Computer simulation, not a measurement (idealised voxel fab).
process module | voxel transistor to metal
cross-section cut | 170 nm wide | cells 5 nm
A cross-section is a grid of square cells, given in bands from the top down. A band is one or more rows of cells.
Each band's line starts with the height of the band's top and of its bottom, in nm. Then come its materials from left to right, each with its width in nm. One material with "throughout" fills the band from edge to edge. "air" is empty space.
Height 0 is the level under which the wafer as received is all one material. The lowest band goes on downwards, as in "0 down".
A width such as "30 to 40" changes by the same amount from each row of cells to the next, from the band's top row to its bottom row.
"no change" after a step means that no cell of the cross-section changed.
closed voids: empty space of 8 cells or more with no open way to the top, each as width x height at its distance from the left edge, in nm
after a step's settings: what the simulator itself notes on the step
overlay nm, on a step with a mask: how far to the right of its planned place the mask lay; to the left if negative
plan
1 op RECEIVE | material Si
2 op CONFORMAL_DEP | material SiO2 | thk nm 5
3 op CONFORMAL_DEP | material SiN | thk nm 15
4 op MASKED_ETCH | tone cover | mask id ACTIVE | width nm 125 | etch materials SiN | depth nm 15 | overlay nm 0
5 op MASKED_ETCH | tone cover | mask id ACTIVE | width nm 125 | etch materials SiO2 | depth nm 5 | overlay nm 0
6 op MASKED_ETCH | tone cover | mask id ACTIVE | width nm 125 | etch materials Si | depth nm 35 | overlay nm 0
7 op FILL_DEP | material SiO2 | thk nm 10
8 op CMP | height nm 20
9 op SELECTIVE_ETCH | etch materials SiO2 | depth nm 10
10 op STRIP | etch materials SiN
11 op SELECTIVE_ETCH | etch materials SiO2 | depth nm 5
12 op OXIDIZE | depth nm 5
13 op DIRECTIONAL_DEP | material polySi | thk nm 20
14 op DIRECTIONAL_DEP | material SiCN | thk nm 10
15 op PATTERN | tone cover | mask id GATE | material resist | width nm 25 | thk nm 20 | overlay nm 0
16 op DIRECTIONAL_ETCH | etch materials SiCN | depth nm 20
17 op DIRECTIONAL_ETCH | etch materials polySi | depth nm 30
18 op STRIP | etch materials resist
19 op CONFORMAL_DEP | material SiO2 | thk nm 5
20 op DIRECTIONAL_ETCH | etch materials SiO2 | depth nm 5
21 op CONFORMAL_DEP | material SiN | thk nm 10
22 op DIRECTIONAL_ETCH | etch materials SiN | depth nm 10
23 op DIRECTIONAL_ETCH | etch materials SiO2 | depth nm 5
24 op DIRECTIONAL_ETCH | etch materials Si | depth nm 10
25 op EPI | material pSi | thk nm 15
26 op FILL_DEP | material SiO2 | thk nm 5
27 op CMP | height nm 30
28 op DIRECTIONAL_DEP | material SiO2 | thk nm 10
29 op MASKED_ETCH | tone open | mask id CONTACT | width nm 35 | pitch nm 70 | etch materials SiO2 | depth nm 30 | overlay nm 0
30 op CONFORMAL_DEP | material TiN | thk nm 5
31 op FILL_DEP | material W | thk nm 5
32 op CMP | height nm 40
33 op CONFORMAL_DEP | material SiCN | thk nm 5
34 op DIRECTIONAL_DEP | material SiO2 | thk nm 20
35 op DIRECTIONAL_DEP | material aC | thk nm 10
36 op PATTERN | tone open | mask id METAL_1 | material resist | width nm 20 | pitch nm 85 | thk nm 25 | overlay nm 0
37 op DIRECTIONAL_ETCH | etch materials aC | depth nm 10
38 op STRIP | etch materials resist
39 op DIRECTIONAL_ETCH | etch materials SiO2 | depth nm 20
40 op DIRECTIONAL_ETCH | etch materials SiCN | depth nm 5
41 op STRIP | etch materials aC
42 op CONFORMAL_DEP | material TiN | thk nm 5
43 op FILL_DEP | material Cu | thk nm 10
44 op CMP | height nm 65
45 op CONFORMAL_DEP | material SiCN | thk nm 5
as received, after step 1
  0 down: Si throughout
  closed voids: none
a wafer at the end: this start, this plan, one mistake
  70 to 65: SiCN throughout
  65 to 45: SiO2 30 | TiN 5 | Cu 10 | TiN 5 | SiO2 65 | TiN 5 | Cu 10 | TiN 5 | SiO2 35
  45 to 40: SiCN 30 | TiN 20 | SiCN 65 | TiN 20 | SiCN 35
  40 to 35: SiO2 30 | TiN 5 | W 25 | TiN 5 | SiO2 35 | TiN 5 | W 25 | TiN 5 | SiO2 35
  35 to 30: SiO2 30 | TiN 35 | SiO2 35 | TiN 35 | SiO2 35
  30 to 25: SiCN 70 | SiO2 5 | SiN 15 | SiO2 5 | SiCN 75
  25 to 20: polySi 15 | SiCN 55 | SiO2 5 | SiN 15 | SiO2 5 | SiCN 55 | polySi 20
  20 to 5: polySi 70 | SiO2 5 | SiN 15 | SiO2 5 | polySi 75
  5 to 0: SiO2 15 | polySi 55 | SiO2 5 | SiN 15 | SiO2 5 | polySi 55 | SiO2 20
  0 to -5: SiO2 throughout
  -5 to -35: SiO2 20 | Si 125 | SiO2 25
  -35 down: Si throughout
  closed voids: none
what went wrong: step 15 ran as: op PATTERN | tone open | mask id GATE | material resist | width nm 25 | thk nm 20 | overlay nm 0
